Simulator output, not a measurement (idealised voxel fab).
Module name: voxel self aligned contacts (process module)
The width of the displayed cross-section, cut, is 300 nm; its cells are square, with a size of 5 nm.
Throughout this document, each cross-section is represented as a grid of square cells and is presented as a sequence of bands enumerated from the top downward, where a band comprises one or more rows of cells.
Within each band entry, the heights of the top and of the bottom of the band appear first, in that order and in nm; the materials of the band then follow from left to right, each with its corresponding width in nm. The designation "full width" on a single material indicates that it fills the band from edge to edge; the designation "blank" indicates empty space.
A quick word on heights: they are counted from 0, and under that level the wafer as it came to us is one material throughout. The lowest band is different from the rest in having no bottom; it simply continues downward, written as in "0..down".
The expression "30->40" gives the width at the extremes of the band, the first number at its top row of cells and the second at its bottom row, with the width changing by equal amounts from each row to the next in between.
Take "nothing got changed" at face value: in the step it is given for, the cross-section changed in none of its cells.
"Encapsulated voids" - sealed voids, min. 8 cells, no opening to top; format: width x height at distance (distance from left edge; nm throughout).
What comes after the settings on a step's line is commentary from the simulator itself on that step.
overlay nm: for a step with a mask, the amount by which the mask lay right of where it was planned; a negative amount means left of it.
BELOW IS THE LIST OF PLANNED PROCESS STEPS
step 1: RECEIVE [material Si]
step 2: OXIDIZE [depth nm 5]
step 3: DIRECTIONAL_DEP [material polySi] [thk nm 25]
step 4: DIRECTIONAL_DEP [material SiN] [thk nm 25]
step 5: MASKED_ETCH [tone cover] [mask id GATE] [width nm 30] [pitch nm 75] [etch materials SiN] [depth nm 25] [overlay nm 0]
step 6: MASKED_ETCH [tone cover] [mask id GATE] [width nm 30] [pitch nm 75] [etch materials polySi] [depth nm 25] [overlay nm 0]
step 7: CONFORMAL_DEP [material SiN] [thk nm 10]
step 8: DIRECTIONAL_ETCH [etch materials SiN] [depth nm 10]
step 9: FILL_DEP [material SiO2] [thk nm 15]
step 10: CMP [height nm 55]
step 11: PATTERN [tone open] [mask id CONTACT] [material resist] [width nm 55] [pitch nm 75] [thk nm 15] [overlay nm 0]
step 12: DIRECTIONAL_ETCH [etch materials SiO2] [depth nm 60]
step 13: STRIP [etch materials resist]
step 14: CONFORMAL_DEP [material TiN] [thk nm 5]
step 15: FILL_DEP [material W] [thk nm 5]
step 16: CMP [height nm 55]
step 17: CONFORMAL_DEP [material SiN] [thk nm 5]
WAFER CROSS-SECTION ON RECEIPT, I.E. AFTER STEP 1
    0..down = Si full width
    Encapsulated voids: none
A WAFER AT THE END: THIS START, THIS PLAN, ONE MISTAKE
    60..55 = SiN full width
    55..50 = SiO2 85 nm | TiN 20 nm | W 15 nm | TiN 20 nm | SiO2 20 nm | TiN 20 nm | W 15 nm | TiN 20 nm | SiO2 85 nm
    50..25 = SiO2 50 nm | SiN 50 nm | TiN 5 nm | W 15 nm | TiN 5 nm | SiN 50 nm | TiN 5 nm | W 15 nm | TiN 5 nm | SiN 50 nm | SiO2 50 nm
    25..0 = SiO2 50 nm | SiN 10 nm | polySi 30 nm | SiN 10 nm | TiN 5 nm | W 15 nm | TiN 5 nm | SiN 10 nm | polySi 30 nm | SiN 10 nm | TiN 5 nm | W 15 nm | TiN 5 nm | SiN 10 nm | polySi 30 nm | SiN 10 nm | SiO2 50 nm
    0..-5 = SiO2 100 nm | TiN 25 nm | SiO2 50 nm | TiN 25 nm | SiO2 100 nm
    -5..-15 = SiO2 full width
    -15..down = Si full width
    Encapsulated voids: none
Here's what went sideways: off-plan run, step 2, actual operation and settings OXIDIZE [depth nm 15]
